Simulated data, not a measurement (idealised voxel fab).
The process module presented herein is designated voxel released beams.
The cross-section on display is named cut; it measures 200 nm wide, and its cells are 5 nm squares.
Just so we're on the same page, the cross-sections are grids of square cells, and they're listed out in bands top to bottom, each band one or more rows deep.
Quick guide to a band line: top height, bottom height (nm) up front; then every material left to right with its width in nm. Only one material and it's marked "edge to edge"? Then it fills the band edge to edge. And "blank" just means empty space.
We count height from 0. Below that, the starting wafer is all one material. The lowest band never ends at the bottom but goes on down; see "0 and below" for how that is written.
The width entry "30 to 40" should be interpreted row by row: the top row of cells in the band takes the first number, the bottom row takes the second number, and the change between adjacent rows is uniform throughout.
"changes: none" (step): cross-section cells unchanged, all of them.
"Enclosed void catalog" contains a list of empty spaces, each no smaller than 8 cells and without an open way to the top, written in the form width x height at distance with the distance from the left edge and all three in nm.
Post-settings text on a step line: simulator's own remark regarding the step.
overlay nm: where the mask lay relative to plan, measured to the right, on steps with a mask; negatives go left.
The following list gives the planned process steps:
step 1: RECEIVE (material Si)
step 2: CONFORMAL_DEP (material Al2O3; thk nm 5)
step 3: DIRECTIONAL_DEP (material SiO2; thk nm 15)
step 4: DIRECTIONAL_DEP (material aC; thk nm 10)
step 5: PATTERN (tone open; mask id ANCHOR; material resist; width nm 25; thk nm 30; overlay nm 0)
step 6: DIRECTIONAL_ETCH (etch materials aC; depth nm 10)
step 7: STRIP (etch materials resist)
step 8: DIRECTIONAL_ETCH (etch materials SiO2; depth nm 15)
step 9: STRIP (etch materials aC)
step 10: CONFORMAL_DEP (material W; thk nm 10)
step 11: PATTERN (tone cover; mask id BEAM; material resist; width nm 60; thk nm 15; overlay nm 0)
step 12: DIRECTIONAL_ETCH (etch materials W; depth nm 10)
step 13: STRIP (etch materials resist)
step 14: STRIP (etch materials SiO2)
Variable across wafers: step 11 width nm (plan value is that of the first wafer; starting state common to all).
As received, i.e. after step 1: cross-section through the first of several wafers:
	0 and below | Si edge to edge
	Enclosed void catalog: none
Here is how to read the rows: every wafer has a row, and it shows the wafer at the end of the module, giving for each material how many cells were gained (+) or lost (-) since the wafer was received, then listing its closed voids:
width nm 60 | +40 Al2O3 | +36 W | Enclosed void catalog: none
width nm 65 | +40 Al2O3 | +38 W | Enclosed void catalog: none
width nm 70 | +40 Al2O3 | +40 W | Enclosed void catalog: none
width nm 75 | +40 Al2O3 | +42 W | Enclosed void catalog: none
width nm 80 | +40 Al2O3 | +44 W | Enclosed void catalog: none
width nm 85 | +40 Al2O3 | +46 W | Enclosed void catalog: none
